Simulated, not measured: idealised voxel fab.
Presented below is a process module, voxel lift off.
The figure presents cross-section cut, which has a width of 175 nm and is divided into square cells with an edge length of 5 nm.
Reading order for cross-sections: top band down to bottom band. Underlying form: a grid of square cells. Band size: one or more rows of cells.
Heads up on the band format: heights come first, top then bottom, in nm. After that it's the materials left to right, each with its width in nm. A single material flagged "throughout" fills the whole band edge to edge, and "empty" means there's empty space there.
Basically, 0 is our baseline, since under it the wafer straight out of the box is all one material. The bottom band has no lower end and keeps on going down, so it looks like "0..down".
The two numbers in a width such as "30->40" mark its ends across the band: the first belongs to the top row of cells, the second to the bottom row, and from each row to the next the width moves by the same amount.
Where the words "nothing was modified" appear for a step, the cross-section shows no cell changed by that step; every cell remained as before.
Closed empty spaces (no open way to the top) of 8 cells or more are what "Closed void listing" lists, each as width x height at distance from the left edge, nm for all three.
Formally, on a step line, whatever follows the settings is a remark that the simulator itself makes on the step.
overlay nm: where the mask lay relative to plan, measured to the right, on steps with a mask; negatives go left.
## This section lists the process steps that were planned
1) RECEIVE (material Si)
2) CONFORMAL_DEP (material SiN; thk nm 15)
3) PATTERN (tone open; mask id LINES; material resist; width nm 15; pitch nm 35; thk nm 25; overlay nm 0)
4) DIRECTIONAL_DEP (material Ru; thk nm 10)
5) STRIP (etch materials resist)
6) CONFORMAL_DEP (material SiCN; thk nm 10)
## Incoming wafer in cross-section (state: after step 1)
* 0..down: Si throughout
* Closed void listing: none
## What the wafer looks like in cross-section after this module, when it starts as shown above and follows the plan above but one mistake is made in running it
* 45..35: empty (15) / SiCN (140) / empty (20)
* 35..25: SiCN (25) / Ru (15) / SiCN (20) / Ru (15) / SiCN (20) / Ru (15) / SiCN (20) / Ru (15) / SiCN (30)
* 25..0: SiN throughout
* 0..down: Si throughout
* Closed void listing: none
Deviation from plan: step 2 ran as: CONFORMAL_DEP (material SiN; thk nm 25)
